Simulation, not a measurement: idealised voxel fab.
The following process module bears the name voxel ribs on slabs.
We display cut, a cross-section 270 nm in width whose square cells are each 5 nm.
Cross-section, as written here: a square-cell grid given band by band from the top down, where a band holds one or more rows of cells. Heights first: top, then bottom, in nm. Then materials, left to right, each with a width in nm. "throughout" on a single material: fills the band edge to edge. "blank": empty space. Heights are expressed relative to 0, this being the level below which the as-received wafer comprises one material exclusively. The lowest band is unbounded in the downward direction and is denoted as in "0 nm and below". The width entry "30->40" should be interpreted row by row: the top row of cells in the band takes the first number, the bottom row takes the second number, and the change between adjacent rows is uniform throughout. It should be understood that the words "remained unchanged", when stated for a given step, signify that the cross-section underwent no change in any of its cells during that step. You'll see "Closed void entries" listing empty spaces that have no way open to the top, as long as they're 8 cells or more; the notation is width x height at distance, where the distance is from the left edge, and all of it is in nm. On each step's line, the part that comes after the settings is the simulator's own comment on the step. overlay nm: how far to the right of its planned place the mask lay on this masked step (negative: to the left).
These are the steps we planned for the process
1,RECEIVE, material Si
2,DIRECTIONAL_DEP, material SiO2, thk nm 25
3,DIRECTIONAL_DEP, material SiN, thk nm 20
4,PATTERN, tone cover, mask id RIB, material resist, width nm 30, thk nm 15, overlay nm 0
5,DIRECTIONAL_ETCH, etch materials SiN, depth nm 15
6,STRIP, etch materials resist
7,MASKED_ETCH, tone cover, mask id SLAB, width nm 80, etch materials SiN, depth nm 5, overlay nm 0
8,FILL_DEP, material SiO2, thk nm 25
9,CMP, height nm 65
10,DIRECTIONAL_DEP, material TiN, thk nm 5
11,DIRECTIONAL_DEP, material aC, thk nm 15
12,PATTERN, tone cover, mask id HEATER, material resist, width nm 40, thk nm 35, overlay nm 0
13,DIRECTIONAL_ETCH, etch materials aC, depth nm 15
14,STRIP, etch materials resist
15,DIRECTIONAL_ETCH, etch materials TiN, depth nm 5
16,STRIP, etch materials aC
17,CONFORMAL_DEP, material SiO2, thk nm 10
Delivered wafer in cross-section: state after step 1
  0 nm and below = Si throughout
  Closed void entries: none
Result of the module, cross-sectioned: start per above, plan per above, one error in how it was run
  80 nm to 75 nm = 105 of blank  60 of SiO2  105 of blank
  75 nm to 70 nm = SiO2 throughout
  70 nm to 65 nm = 115 of SiO2  40 of TiN  115 of SiO2
  65 nm to 45 nm = SiO2 throughout
  45 nm to 30 nm = 125 of SiO2  25 of SiN  120 of SiO2
  30 nm to 25 nm = 95 of SiO2  80 of SiN  95 of SiO2
  25 nm to 0 nm = SiO2 throughout
  0 nm and below = Si throughout
  Closed void entries: none
Plan not followed: planned and actual differ for step 4; actual: PATTERN, tone cover, mask id RIB, material resist, width nm 25, thk nm 15, overlay nm 0
